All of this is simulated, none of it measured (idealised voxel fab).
Process module heading - voxel gate over fins
It is cross-section cut that appears here, measuring 195 nm in width, its square cells being 5 nm in size.
Format of a cross-section: grid, square cells. Given as bands. Order: top down. Band: one or more rows of cells.
Within each band entry, the heights of the top and of the bottom of the band appear first, in that order and in nm; the materials of the band then follow from left to right, each with its corresponding width in nm. The designation "all across" on a single material indicates that it fills the band from edge to edge; the designation "air" indicates empty space.
It should be noted that heights are counted from 0, beneath which the wafer as supplied is of one material throughout, and that the lowest band possesses no lower boundary but continues downward, as written in "0 and below".
The notation "30->40" denotes a width that varies across the rows of cells in the band, beginning at the first number in the top row, finishing at the second number in the bottom row, and changing by an identical amount from each row to the next.
Where the words "nothing altered" appear for a step, the cross-section shows no cell changed by that step; every cell remained as before.
In the "Voids, fully enclosed" entry, you get each enclosed empty space of 8 cells or more, one with no open way to the top, written width x height at distance, distance from the left edge, in nm.
after a step's settings: what the simulator itself notes on the step
When a step includes a mask, the "overlay nm" setting on its line states how far to the right of its planned place that mask lay, and negative values state how far to the left.

## Below is the list of planned process steps
1: RECEIVE (material Si)
2: CONFORMAL_DEP (material SiN; thk nm 10)
3: PATTERN (tone cover; mask id FINS; material resist; width nm 15; pitch nm 40; thk nm 15; overlay nm 0)
4: DIRECTIONAL_ETCH (etch materials SiN; depth nm 10)
5: DIRECTIONAL_ETCH (etch materials Si; depth nm 30)
6: STRIP (etch materials resist)
7: OXIDIZE (depth nm 5)
8: FILL_DEP (material SiO2; thk nm 5)
9: CMP (height nm 10)
10: SELECTIVE_ETCH (etch materials SiO2; depth nm 25)
11: STRIP (etch materials SiN)
12: CONFORMAL_DEP (material HfO2; thk nm 5)
13: CONFORMAL_DEP (material TiN; thk nm 5)
14: CONFORMAL_DEP (material TiAl; thk nm 5)
15: CONFORMAL_DEP (material TiN; thk nm 5)
16: FILL_DEP (material W; thk nm 15)
17: CMP (height nm 30)
18: CONFORMAL_DEP (material SiCN; thk nm 5)

## First wafer of two (run as planned)

## Wafer at receipt (post step 1), cross-section
0 and below = Si all across
Voids, fully enclosed: none

## Step 2 complete: cross-section through the wafer
10 down to 0 = SiN all across
Unchanged below 0.

## Step 3 complete: cross-section through the wafer
25 down to 10 = 70 nm air, 15 nm resist, 25 nm air, 15 nm resist, 70 nm air
Unchanged below 10.

## Step 4 complete: cross-section through the wafer
25 down to 10 = 70 nm air, 15 nm resist, 25 nm air, 15 nm resist, 70 nm air
10 down to 0 = 70 nm air, 15 nm SiN, 25 nm air, 15 nm SiN, 70 nm air
Unchanged below 0.

## Step 5 complete: cross-section through the wafer
25 down to 10 = 70 nm air, 15 nm resist, 25 nm air, 15 nm resist, 70 nm air
10 down to 0 = 70 nm air, 15 nm SiN, 25 nm air, 15 nm SiN, 70 nm air
0 down to -30 = 70 nm air, 15 nm Si, 25 nm air, 15 nm Si, 70 nm air
Unchanged below -30.

## Step 6 complete: cross-section through the wafer
10 down to 0 = 70 nm air, 15 nm SiN, 25 nm air, 15 nm SiN, 70 nm air
Unchanged below 0.

## Step 7 complete: cross-section through the wafer
10 down to 0 = 70 nm air, 15 nm SiN, 25 nm air, 15 nm SiN, 70 nm air
0 down to -30 = 70 nm air, 5 nm SiO2, 5 nm Si, 5 nm SiO2, 25 nm air, 5 nm SiO2, 5 nm Si, 5 nm SiO2, 70 nm air
-30 down to -35 = 75 nm SiO2, 5 nm Si, 35 nm SiO2, 5 nm Si, 75 nm SiO2
Unchanged below -35.

## Step 8 complete: cross-section through the wafer
15 down to 10 = SiO2 all across
10 down to 0 = 70 nm SiO2, 15 nm SiN, 25 nm SiO2, 15 nm SiN, 70 nm SiO2
0 down to -35 = 75 nm SiO2, 5 nm Si, 35 nm SiO2, 5 nm Si, 75 nm SiO2
Unchanged below -35.

## Step 9 complete: cross-section through the wafer
10 down to 0 = 70 nm SiO2, 15 nm SiN, 25 nm SiO2, 15 nm SiN, 70 nm SiO2
Unchanged below 0.

## Step 10 complete: cross-section through the wafer
10 down to 0 = 70 nm air, 15 nm SiN, 25 nm air, 15 nm SiN, 70 nm air
0 down to -15 = 75 nm air, 5 nm Si, 35 nm air, 5 nm Si, 75 nm air
Unchanged below -15.

## Step 11 complete: cross-section through the wafer
0 down to -15 = 75 nm air, 5 nm Si, 35 nm air, 5 nm Si, 75 nm air
Unchanged below -15.

## Step 12 complete: cross-section through the wafer
5 down to 0 = 70 nm air, 15 nm HfO2, 25 nm air, 15 nm HfO2, 70 nm air
0 down to -10 = 70 nm air, 5 nm HfO2, 5 nm Si, 5 nm HfO2, 25 nm air, 5 nm HfO2, 5 nm Si, 5 nm HfO2, 70 nm air
-10 down to -15 = 75 nm HfO2, 5 nm Si, 35 nm HfO2, 5 nm Si, 75 nm HfO2
Unchanged below -15.

## Step 13 complete: cross-section through the wafer
10 down to 5 = 65 nm air, 25 nm TiN, 15 nm air, 25 nm TiN, 65 nm air
5 down to 0 = 65 nm air, 5 nm TiN, 15 nm HfO2, 5 nm TiN, 15 nm air, 5 nm TiN, 15 nm HfO2, 5 nm TiN, 65 nm air
0 down to -5 = 65 nm air, 5 nm TiN, 5 nm HfO2, 5 nm Si, 5 nm HfO2, 5 nm TiN, 15 nm air, 5 nm TiN, 5 nm HfO2, 5 nm Si, 5 nm HfO2, 5 nm TiN, 65 nm air
-5 down to -10 = 70 nm TiN, 5 nm HfO2, 5 nm Si, 5 nm HfO2, 25 nm TiN, 5 nm HfO2, 5 nm Si, 5 nm HfO2, 70 nm TiN
Unchanged below -10.

## Step 14 complete: cross-section through the wafer
15 down to 10 = 60 nm air, 35 nm TiAl, 5 nm air, 35 nm TiAl, 60 nm air
10 down to 5 = 60 nm air, 5 nm TiAl, 25 nm TiN, 5 nm TiAl, 5 nm air, 5 nm TiAl, 25 nm TiN, 5 nm TiAl, 60 nm air
5 down to 0 = 60 nm air, 5 nm TiAl, 5 nm TiN, 15 nm HfO2, 5 nm TiN, 5 nm TiAl, 5 nm air, 5 nm TiAl, 5 nm TiN, 15 nm HfO2, 5 nm TiN, 5 nm TiAl, 60 nm air
0 down to -5 = 65 nm TiAl, 5 nm TiN, 5 nm HfO2, 5 nm Si, 5 nm HfO2, 5 nm TiN, 15 nm TiAl, 5 nm TiN, 5 nm HfO2, 5 nm Si, 5 nm HfO2, 5 nm TiN, 65 nm TiAl
Unchanged below -5.

## Step 15 complete: cross-section through the wafer
20 down to 15 = 55 nm air, 85 nm TiN, 55 nm air
15 down to 10 = 55 nm air, 5 nm TiN, 35 nm TiAl, 5 nm TiN, 35 nm TiAl, 5 nm TiN, 55 nm air
10 down to 5 = 55 nm air, 5 nm TiN, 5 nm TiAl, 25 nm TiN, 5 nm TiAl, 5 nm TiN, 5 nm TiAl, 25 nm TiN, 5 nm TiAl, 5 nm TiN, 55 nm air
5 down to 0 = 60 nm TiN, 5 nm TiAl, 5 nm TiN, 15 nm HfO2, 5 nm TiN, 5 nm TiAl, 5 nm TiN, 5 nm TiAl, 5 nm TiN, 15 nm HfO2, 5 nm TiN, 5 nm TiAl, 60 nm TiN
Unchanged below 0.

## Step 16 complete: cross-section through the wafer
35 down to 20 = W all across
20 down to 15 = 55 nm W, 85 nm TiN, 55 nm W
15 down to 10 = 55 nm W, 5 nm TiN, 35 nm TiAl, 5 nm TiN, 35 nm TiAl, 5 nm TiN, 55 nm W
10 down to 5 = 55 nm W, 5 nm TiN, 5 nm TiAl, 25 nm TiN, 5 nm TiAl, 5 nm TiN, 5 nm TiAl, 25 nm TiN, 5 nm TiAl, 5 nm TiN, 55 nm W
Unchanged below 5.

## Step 17 complete: cross-section through the wafer
30 down to 20 = W all across
Unchanged below 20.

## Step 18 complete: cross-section through the wafer
35 down to 30 = SiCN all across
Unchanged below 30.

## Wafer two: like wafer one in start and plan, but with one mistake in execution; identical up to and including step 4

## Second wafer, section view, time point: scheduled end of step 5
25 down to 10 = 70 nm air, 15 nm resist, 25 nm air, 15 nm resist, 70 nm air
10 down to 0 = 70 nm air, 15 nm SiN, 25 nm air, 15 nm SiN, 70 nm air
0 down to -60 = 70 nm air, 15 nm Si, 25 nm air, 15 nm Si, 70 nm air
Unchanged below -60.

## Second wafer, section view, time point: scheduled end of step 6
10 down to 0 = 70 nm air, 15 nm SiN, 25 nm air, 15 nm SiN, 70 nm air
Unchanged below 0.

## Second wafer, section view, time point: scheduled end of step 7
10 down to 0 = 70 nm air, 15 nm SiN, 25 nm air, 15 nm SiN, 70 nm air
0 down to -60 = 70 nm air, 5 nm SiO2, 5 nm Si, 5 nm SiO2, 25 nm air, 5 nm SiO2, 5 nm Si, 5 nm SiO2, 70 nm air
-60 down to -65 = 75 nm SiO2, 5 nm Si, 35 nm SiO2, 5 nm Si, 75 nm SiO2
Unchanged below -65.

## Second wafer, section view, time point: scheduled end of step 8
15 down to 10 = SiO2 all across
10 down to 0 = 70 nm SiO2, 15 nm SiN, 25 nm SiO2, 15 nm SiN, 70 nm SiO2
0 down to -65 = 75 nm SiO2, 5 nm Si, 35 nm SiO2, 5 nm Si, 75 nm SiO2
Unchanged below -65.

## Second wafer, section view, time point: scheduled end of step 9
10 down to 0 = 70 nm SiO2, 15 nm SiN, 25 nm SiO2, 15 nm SiN, 70 nm SiO2
Unchanged below 0.

## Second wafer, section view, time point: scheduled end of step 10
10 down to 0 = 70 nm air, 15 nm SiN, 25 nm air, 15 nm SiN, 70 nm air
0 down to -15 = 75 nm air, 5 nm Si, 35 nm air, 5 nm Si, 75 nm air
Unchanged below -15.

## Second wafer, section view, time point: scheduled end of step 11
0 down to -15 = 75 nm air, 5 nm Si, 35 nm air, 5 nm Si, 75 nm air
Unchanged below -15.

## Second wafer, section view, time point: scheduled end of step 12
5 down to 0 = 70 nm air, 15 nm HfO2, 25 nm air, 15 nm HfO2, 70 nm air
0 down to -10 = 70 nm air, 5 nm HfO2, 5 nm Si, 5 nm HfO2, 25 nm air, 5 nm HfO2, 5 nm Si, 5 nm HfO2, 70 nm air
-10 down to -15 = 75 nm HfO2, 5 nm Si, 35 nm HfO2, 5 nm Si, 75 nm HfO2
Unchanged below -15.

## Second wafer, section view, time point: scheduled end of step 13
10 down to 5 = 65 nm air, 25 nm TiN, 15 nm air, 25 nm TiN, 65 nm air
5 down to 0 = 65 nm air, 5 nm TiN, 15 nm HfO2, 5 nm TiN, 15 nm air, 5 nm TiN, 15 nm HfO2, 5 nm TiN, 65 nm air
0 down to -5 = 65 nm air, 5 nm TiN, 5 nm HfO2, 5 nm Si, 5 nm HfO2, 5 nm TiN, 15 nm air, 5 nm TiN, 5 nm HfO2, 5 nm Si, 5 nm HfO2, 5 nm TiN, 65 nm air
-5 down to -10 = 70 nm TiN, 5 nm HfO2, 5 nm Si, 5 nm HfO2, 25 nm TiN, 5 nm HfO2, 5 nm Si, 5 nm HfO2, 70 nm TiN
Unchanged below -10.

## Second wafer, section view, time point: scheduled end of step 14
15 down to 10 = 60 nm air, 35 nm TiAl, 5 nm air, 35 nm TiAl, 60 nm air
10 down to 5 = 60 nm air, 5 nm TiAl, 25 nm TiN, 5 nm TiAl, 5 nm air, 5 nm TiAl, 25 nm TiN, 5 nm TiAl, 60 nm air
5 down to 0 = 60 nm air, 5 nm TiAl, 5 nm TiN, 15 nm HfO2, 5 nm TiN, 5 nm TiAl, 5 nm air, 5 nm TiAl, 5 nm TiN, 15 nm HfO2, 5 nm TiN, 5 nm TiAl, 60 nm air
0 down to -5 = 65 nm TiAl, 5 nm TiN, 5 nm HfO2, 5 nm Si, 5 nm HfO2, 5 nm TiN, 15 nm TiAl, 5 nm TiN, 5 nm HfO2, 5 nm Si, 5 nm HfO2, 5 nm TiN, 65 nm TiAl
Unchanged below -5.

## Second wafer, section view, time point: scheduled end of step 15
20 down to 15 = 55 nm air, 85 nm TiN, 55 nm air
15 down to 10 = 55 nm air, 5 nm TiN, 35 nm TiAl, 5 nm TiN, 35 nm TiAl, 5 nm TiN, 55 nm air
10 down to 5 = 55 nm air, 5 nm TiN, 5 nm TiAl, 25 nm TiN, 5 nm TiAl, 5 nm TiN, 5 nm TiAl, 25 nm TiN, 5 nm TiAl, 5 nm TiN, 55 nm air
5 down to 0 = 60 nm TiN, 5 nm TiAl, 5 nm TiN, 15 nm HfO2, 5 nm TiN, 5 nm TiAl, 5 nm TiN, 5 nm TiAl, 5 nm TiN, 15 nm HfO2, 5 nm TiN, 5 nm TiAl, 60 nm TiN
Unchanged below 0.

## Second wafer, section view, time point: scheduled end of step 16
35 down to 20 = W all across
20 down to 15 = 55 nm W, 85 nm TiN, 55 nm W
15 down to 10 = 55 nm W, 5 nm TiN, 35 nm TiAl, 5 nm TiN, 35 nm TiAl, 5 nm TiN, 55 nm W
10 down to 5 = 55 nm W, 5 nm TiN, 5 nm TiAl, 25 nm TiN, 5 nm TiAl, 5 nm TiN, 5 nm TiAl, 25 nm TiN, 5 nm TiAl, 5 nm TiN, 55 nm W
Unchanged below 5.

## Second wafer, section view, time point: scheduled end of step 17
30 down to 20 = W all across
Unchanged below 20.

## Second wafer, section view, time point: scheduled end of step 18
35 down to 30 = SiCN all across
Unchanged below 30.
The mistake made against the process plan was this: it should be noted that step 5 of the plan was executed twice
The closing comparison, in cells, has the second wafer with more or fewer of some materials than the first: -222 Si, +222 SiO2
